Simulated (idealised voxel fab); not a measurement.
Process module, titled voxel plated lines
The figure presents cross-section cut, which has a width of 225 nm and is divided into square cells with an edge length of 5 nm.
Notation: cross-section as square-cell grid; stated in bands, top first, going down; one or more cell rows per band. Basically the band line says how high the top is and how high the bottom is, in nm, and then what's in it from left to right, every material with its width in nm. Empty space shows up as "air", and if a single material carries "edge to edge" it runs the full band edge to edge. For the purposes of this specification, 0 denotes the height below which the wafer in its as-received condition is composed wholly of one material, and the lowermost band, lacking a lower limit, extends downward without end, as expressed in "z 0 and below". The two numbers in a width such as "30->40" mark its ends across the band: the first belongs to the top row of cells, the second to the bottom row, and from each row to the next the width moves by the same amount. Key: "changes: none" - step with no changed cell in the cross-section. "Closed void entries" lists enclosed empty spaces (at least 8 cells, no open path upward to the top), each as width x height at distance from the left edge, in nm. after a step's settings: what the simulator itself notes on the step. You can add "overlay nm" to a step's line. For a step with a mask, it describes how far the mask lay to the right of its planned position, and a negative number describes a lay to the left.

# These are the steps we planned for the process
1,RECEIVE (material Si)
2,CONFORMAL_DEP (material Al2O3; thk nm 10)
3,DIRECTIONAL_DEP (material TiN; thk nm 5)
4,PATTERN (tone open; mask id LINES; material resist; width nm 25; pitch nm 55; thk nm 15; overlay nm 0)
5,EPI (material Ru; thk nm 10)
6,STRIP (etch materials resist)
7,DIRECTIONAL_ETCH (etch materials TiN; depth nm 5)
8,CONFORMAL_DEP (material SiO2; thk nm 10)

# First of two wafers: run as planned

# So this is the incoming wafer in cross-section - it's already been through step 1
* z 0 and below: Si edge to edge
* Closed void entries: none

# after step 2
* z 10 to 0: Al2O3 edge to edge
* Beneath the level 0, the cross-section is identical to its previous state.

# after step 3
* z 15 to 10: TiN edge to edge
* Beneath the level 10, the cross-section is identical to its previous state.

# after step 4
* z 30 to 15: resist (70) | air (25) | resist (30) | air (25) | resist (75)
* Beneath the level 15, the cross-section is identical to its previous state.

# after step 5
* z 30 to 25: resist (70) | air (25) | resist (30) | air (25) | resist (75)
* z 25 to 15: resist (70) | Ru (25) | resist (30) | Ru (25) | resist (75)
* Beneath the level 15, the cross-section is identical to its previous state.

# after step 6
* z 25 to 15: air (70) | Ru (25) | air (30) | Ru (25) | air (75)
* Beneath the level 15, the cross-section is identical to its previous state.

# after step 7
* z 25 to 15: air (70) | Ru (25) | air (30) | Ru (25) | air (75)
* z 15 to 10: air (70) | TiN (25) | air (30) | TiN (25) | air (75)
* Beneath the level 10, the cross-section is identical to its previous state.

# after step 8
* z 35 to 25: air (60) | SiO2 (45) | air (10) | SiO2 (45) | air (65)
* z 25 to 20: air (60) | SiO2 (10) | Ru (25) | SiO2 (10) | air (10) | SiO2 (10) | Ru (25) | SiO2 (10) | air (65)
* z 20 to 15: SiO2 (70) | Ru (25) | SiO2 (30) | Ru (25) | SiO2 (75)
* z 15 to 10: SiO2 (70) | TiN (25) | SiO2 (30) | TiN (25) | SiO2 (75)
* Beneath the level 10, the cross-section is identical to its previous state.

# The second wafer began exactly as the first did and followed the same plan, but one mistake was made while running it; through step 1 inclusive, the two wafers are identical

# Cross-section of the second wafer at the time by which step 2 should have been completed according to the plan
* z 10 to 0: Ru edge to edge
* Beneath the level 0, the cross-section is identical to its previous state.

# Cross-section of the second wafer at the time by which step 3 should have been completed according to the plan
* z 15 to 10: TiN edge to edge
* Beneath the level 10, the cross-section is identical to its previous state.

# Cross-section of the second wafer at the time by which step 4 should have been completed according to the plan
* z 30 to 15: resist (70) | air (25) | resist (30) | air (25) | resist (75)
* Beneath the level 15, the cross-section is identical to its previous state.

# Cross-section of the second wafer at the time by which step 5 should have been completed according to the plan
* z 30 to 25: resist (70) | air (25) | resist (30) | air (25) | resist (75)
* z 25 to 15: resist (70) | Ru (25) | resist (30) | Ru (25) | resist (75)
* Beneath the level 15, the cross-section is identical to its previous state.

# Cross-section of the second wafer at the time by which step 6 should have been completed according to the plan
* z 25 to 15: air (70) | Ru (25) | air (30) | Ru (25) | air (75)
* Beneath the level 15, the cross-section is identical to its previous state.

# Cross-section of the second wafer at the time by which step 7 should have been completed according to the plan
* z 25 to 15: air (70) | Ru (25) | air (30) | Ru (25) | air (75)
* z 15 to 10: air (70) | TiN (25) | air (30) | TiN (25) | air (75)
* Beneath the level 10, the cross-section is identical to its previous state.

# Cross-section of the second wafer at the time by which step 8 should have been completed according to the plan
* z 35 to 25: air (60) | SiO2 (45) | air (10) | SiO2 (45) | air (65)
* z 25 to 20: air (60) | SiO2 (10) | Ru (25) | SiO2 (10) | air (10) | SiO2 (10) | Ru (25) | SiO2 (10) | air (65)
* z 20 to 15: SiO2 (70) | Ru (25) | SiO2 (30) | Ru (25) | SiO2 (75)
* z 15 to 10: SiO2 (70) | TiN (25) | SiO2 (30) | TiN (25) | SiO2 (75)
* Beneath the level 10, the cross-section is identical to its previous state.
Nonconformance to the process plan: contrary to plan, step 2 was performed as CONFORMAL_DEP (material Ru; thk nm 10)
Cell-count delta at end, second wafer over first, by material: -90 Al2O3 | +90 Ru
